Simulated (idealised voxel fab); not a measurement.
Process module heading - voxel fin reveal
The figure presents cross-section cut, which has a width of 250 nm and is divided into square cells with an edge length of 5 nm.
Cross-section, as written here: a square-cell grid given band by band from the top down, where a band holds one or more rows of cells. Band: top and bottom heights (nm) first, top before bottom; then materials from left to right, widths in nm. "full width" marks a sole material filling the band edge to edge. "blank" denotes empty space. Beneath 0, the wafer as received is one material, and that level is where height counting begins. The lowest band goes on downward without a bottom; it is written like "0 -> down". Top row gets the first number, bottom row gets the second, and each row in between changes by the same step: that is how a band width like "30 to 40" works. When a step is marked "no alterations made", none of the cells in the cross-section changed during that step. The label "Cavities, closed" introduces a list of the empty spaces, 8 cells or larger, that have no open way up to the top; each entry in it reads width x height at distance, where the distance is taken from the left edge and all three are stated in nm. That trailing text on a step's line, after the settings, is the simulator's own remark on the step. "overlay nm" answers the question of how far to the right of plan the mask lay on a step that has a mask, and when it is negative the answer is to the left.
Planned step list for the process:
1 RECEIVE with material Si
2 CONFORMAL_DEP with material SiN, thk nm 5
3 PATTERN with tone cover, mask id FINS, material resist, width nm 15, pitch nm 45, thk nm 20, overlay nm 0
4 DIRECTIONAL_ETCH with etch materials SiN, depth nm 5
5 DIRECTIONAL_ETCH with etch materials Si, depth nm 35
6 STRIP with etch materials resist
7 FILL_DEP with material SiO2, thk nm 5
8 CMP with height nm 5
9 SELECTIVE_ETCH with etch materials SiO2, depth nm 15
10 STRIP with etch materials SiN
11 CONFORMAL_DEP with material HfO2, thk nm 5
Cross-section of the wafer upon arrival, representing the state reached after step 1:
  0 -> down: Si full width
  Cavities, closed: none
Starting structure and process plan are as shown above, but one mistake was made in running the module; the wafer cross-section at the end of the module follows:
  5 -> 0: 45 nm blank | 25 nm HfO2 | 20 nm blank | 25 nm HfO2 | 20 nm blank | 25 nm HfO2 | 20 nm blank | 25 nm HfO2 | 45 nm blank
  0 -> -20: 45 nm blank | 5 nm HfO2 | 15 nm Si | 5 nm HfO2 | 20 nm blank | 5 nm HfO2 | 15 nm Si | 5 nm HfO2 | 20 nm blank | 5 nm HfO2 | 15 nm Si | 5 nm HfO2 | 20 nm blank | 5 nm HfO2 | 15 nm Si | 5 nm HfO2 | 45 nm blank
  -20 -> -25: 50 nm HfO2 | 15 nm Si | 30 nm HfO2 | 15 nm Si | 30 nm HfO2 | 15 nm Si | 30 nm HfO2 | 15 nm Si | 50 nm HfO2
  -25 -> -35: 50 nm SiO2 | 15 nm Si | 30 nm SiO2 | 15 nm Si | 30 nm SiO2 | 15 nm Si | 30 nm SiO2 | 15 nm Si | 50 nm SiO2
  -35 -> down: Si full width
  Cavities, closed: none
What was the processing mistake? yeah, plan step 9 got run twice
